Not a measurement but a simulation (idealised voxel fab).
process module | voxel transistor to metal
cross-section cut | 215 nm wide | cells 5 nm
A cross-section is a grid of square cells, given in bands from the top down. A band is one or more rows of cells.
Each band's line starts with the height of the band's top and of its bottom, in nm. Then come its materials from left to right, each with its width in nm. One material with "throughout" fills the band from edge to edge. "air" is empty space.
Height 0 is the level under which the wafer as received is all one material. The lowest band goes on downwards, as in "0 down".
A width such as "30 to 40" changes by the same amount from each row of cells to the next, from the band's top row to its bottom row.
"no change" after a step means that no cell of the cross-section changed.
closed voids: empty space of 8 cells or more with no open way to the top, each as width x height at its distance from the left edge, in nm
after a step's settings: what the simulator itself notes on the step
overlay nm, on a step with a mask: how far to the right of its planned place the mask lay; to the left if negative
plan
1 op RECEIVE | material Si
2 op OXIDIZE | depth nm 5
3 op CONFORMAL_DEP | material SiN | thk nm 15
4 op DIRECTIONAL_DEP | material aC | thk nm 15
5 op PATTERN | tone cover | mask id ACTIVE | material resist | width nm 105 | thk nm 35 | overlay nm 0
6 op DIRECTIONAL_ETCH | etch materials aC | depth nm 15
7 op STRIP | etch materials resist
8 op DIRECTIONAL_ETCH | etch materials SiN | depth nm 15
9 op DIRECTIONAL_ETCH | etch materials SiO2 | depth nm 5
10 op DIRECTIONAL_ETCH | etch materials Si | depth nm 30
11 op STRIP | etch materials aC
12 op FILL_DEP | material SiO2 | thk nm 10
13 op CMP | height nm 15
14 op SELECTIVE_ETCH | etch materials SiO2 | depth nm 10
15 op STRIP | etch materials SiN
16 op SELECTIVE_ETCH | etch materials SiO2 | depth nm 5
17 op OXIDIZE | depth nm 5
18 op DIRECTIONAL_DEP | material polySi | thk nm 30
19 op DIRECTIONAL_DEP | material SiCN | thk nm 15
20 op DIRECTIONAL_DEP | material aC | thk nm 10
21 op PATTERN | tone cover | mask id GATE | material resist | width nm 25 | thk nm 25 | overlay nm 0
22 op DIRECTIONAL_ETCH | etch materials aC | depth nm 10
23 op STRIP | etch materials resist
24 op DIRECTIONAL_ETCH | etch materials SiCN | depth nm 25
25 op DIRECTIONAL_ETCH | etch materials polySi | depth nm 40
26 op STRIP | etch materials aC
27 op CONFORMAL_DEP | material SiN | thk nm 10
28 op DIRECTIONAL_ETCH | etch materials SiN | depth nm 10
29 op DIRECTIONAL_ETCH | etch materials SiO2 | depth nm 5
30 op DIRECTIONAL_ETCH | etch materials Si | depth nm 10
31 op EPI | material nSi | thk nm 10
32 op FILL_DEP | material SiO2 | thk nm 10
33 op CMP | height nm 40
34 op DIRECTIONAL_DEP | material SiO2 | thk nm 15
35 op PATTERN | tone open | mask id CONTACT | material resist | width nm 20 | pitch nm 75 | thk nm 15 | overlay nm 0
36 op DIRECTIONAL_ETCH | etch materials SiO2 | depth nm 65
37 op STRIP | etch materials resist
38 op CONFORMAL_DEP | material TiN | thk nm 5
39 op FILL_DEP | material Ru | thk nm 5
40 op CMP | height nm 55
41 op DIRECTIONAL_DEP | material TiN | thk nm 5
42 op DIRECTIONAL_DEP | material W | thk nm 25
43 op DIRECTIONAL_DEP | material aC | thk nm 15
44 op PATTERN | tone cover | mask id METAL_1 | material resist | width nm 15 | pitch nm 75 | thk nm 30 | overlay nm 0
45 op DIRECTIONAL_ETCH | etch materials aC | depth nm 15
46 op STRIP | etch materials resist
47 op DIRECTIONAL_ETCH | etch materials W | depth nm 25
48 op DIRECTIONAL_ETCH | etch materials TiN | depth nm 5
49 op STRIP | etch materials aC
50 op CONFORMAL_DEP | material SiCN | thk nm 5
51 op FILL_DEP | material SiO2 | thk nm 5
52 op CMP | height nm 85
53 op CONFORMAL_DEP | material SiN | thk nm 5
varied across the wafers: width nm of step 44. The plan shows the first wafer's value. All wafers start alike
first wafer as received, after step 1
  0 down: Si throughout
  closed voids: none
first wafer at the end, after step 53
  90 to 85: SiN throughout
  85 to 60: SiO2 60 | SiCN 5 | W 15 | SiCN 5 | SiO2 50 | SiCN 5 | W 15 | SiCN 5 | SiO2 55
  60 to 55: SiCN 65 | TiN 15 | SiCN 60 | TiN 15 | SiCN 60
  55 to 40: SiO2 60 | TiN 5 | Ru 10 | TiN 5 | SiO2 55 | TiN 5 | Ru 10 | TiN 5 | SiO2 60
  40 to 25: SiO2 60 | TiN 5 | Ru 10 | TiN 5 | SiO2 5 | SiN 10 | SiCN 25 | SiN 10 | SiO2 5 | TiN 5 | Ru 10 | TiN 5 | SiO2 60
  25 to 5: SiO2 60 | TiN 5 | Ru 10 | TiN 5 | SiO2 5 | SiN 10 | polySi 25 | SiN 10 | SiO2 5 | TiN 5 | Ru 10 | TiN 5 | SiO2 60
  5 to 0: SiO2 60 | TiN 20 | SiO2 5 | SiN 10 | polySi 25 | SiN 10 | SiO2 5 | TiN 20 | SiO2 60
  0 to -5: SiO2 50 | SiN 10 | nSi 10 | TiN 5 | nSi 10 | SiN 10 | polySi 25 | SiN 10 | nSi 10 | TiN 5 | nSi 10 | SiN 10 | SiO2 50
  -5 to -10: SiO2 60 | nSi 10 | TiN 5 | nSi 10 | SiO2 45 | nSi 10 | TiN 5 | nSi 10 | SiO2 60
  -10 to -20: SiO2 55 | Si 5 | nSi 25 | Si 45 | nSi 25 | Si 5 | SiO2 55
  -20 to -35: SiO2 55 | Si 105 | SiO2 55
  -35 down: Si throughout
  closed voids: none
last wafer at the end
  90 to 85: SiN throughout
  85 to 60: SiO2 50 | SiCN 5 | W 35 | SiCN 5 | SiO2 30 | SiCN 5 | W 35 | SiCN 5 | SiO2 45
  60 to 55: SiCN 55 | TiN 35 | SiCN 40 | TiN 35 | SiCN 50
  55 to 40: SiO2 60 | TiN 5 | Ru 10 | TiN 5 | SiO2 55 | TiN 5 | Ru 10 | TiN 5 | SiO2 60
  40 to 25: SiO2 60 | TiN 5 | Ru 10 | TiN 5 | SiO2 5 | SiN 10 | SiCN 25 | SiN 10 | SiO2 5 | TiN 5 | Ru 10 | TiN 5 | SiO2 60
  25 to 5: SiO2 60 | TiN 5 | Ru 10 | TiN 5 | SiO2 5 | SiN 10 | polySi 25 | SiN 10 | SiO2 5 | TiN 5 | Ru 10 | TiN 5 | SiO2 60
  5 to 0: SiO2 60 | TiN 20 | SiO2 5 | SiN 10 | polySi 25 | SiN 10 | SiO2 5 | TiN 20 | SiO2 60
  0 to -5: SiO2 50 | SiN 10 | nSi 10 | TiN 5 | nSi 10 | SiN 10 | polySi 25 | SiN 10 | nSi 10 | TiN 5 | nSi 10 | SiN 10 | SiO2 50
  -5 to -10: SiO2 60 | nSi 10 | TiN 5 | nSi 10 | SiO2 45 | nSi 10 | TiN 5 | nSi 10 | SiO2 60
  -10 to -20: SiO2 55 | Si 5 | nSi 25 | Si 45 | nSi 25 | Si 5 | SiO2 55
  -20 to -35: SiO2 55 | Si 105 | SiO2 55
  -35 down: Si throughout
  closed voids: none
each wafer at the end: cells of each material gained (+) or lost (-) since it was received, then its closed voids
width nm 15 | +40 Ru | -216 Si | +72 SiCN | +83 SiN | +641 SiO2 | +58 TiN | +30 W | +36 nSi | +30 polySi | closed voids: none
width nm 20 | +40 Ru | -216 Si | +70 SiCN | +83 SiN | +631 SiO2 | +60 TiN | +40 W | +36 nSi | +30 polySi | closed voids: none
width nm 25 | +40 Ru | -216 Si | +68 SiCN | +83 SiN | +621 SiO2 | +62 TiN | +50 W | +36 nSi | +30 polySi | closed voids: none
width nm 30 | +40 Ru | -216 Si | +66 SiCN | +83 SiN | +611 SiO2 | +64 TiN | +60 W | +36 nSi | +30 polySi | closed voids: none
width nm 35 | +40 Ru | -216 Si | +64 SiCN | +83 SiN | +601 SiO2 | +66 TiN | +70 W | +36 nSi | +30 polySi | closed voids: none
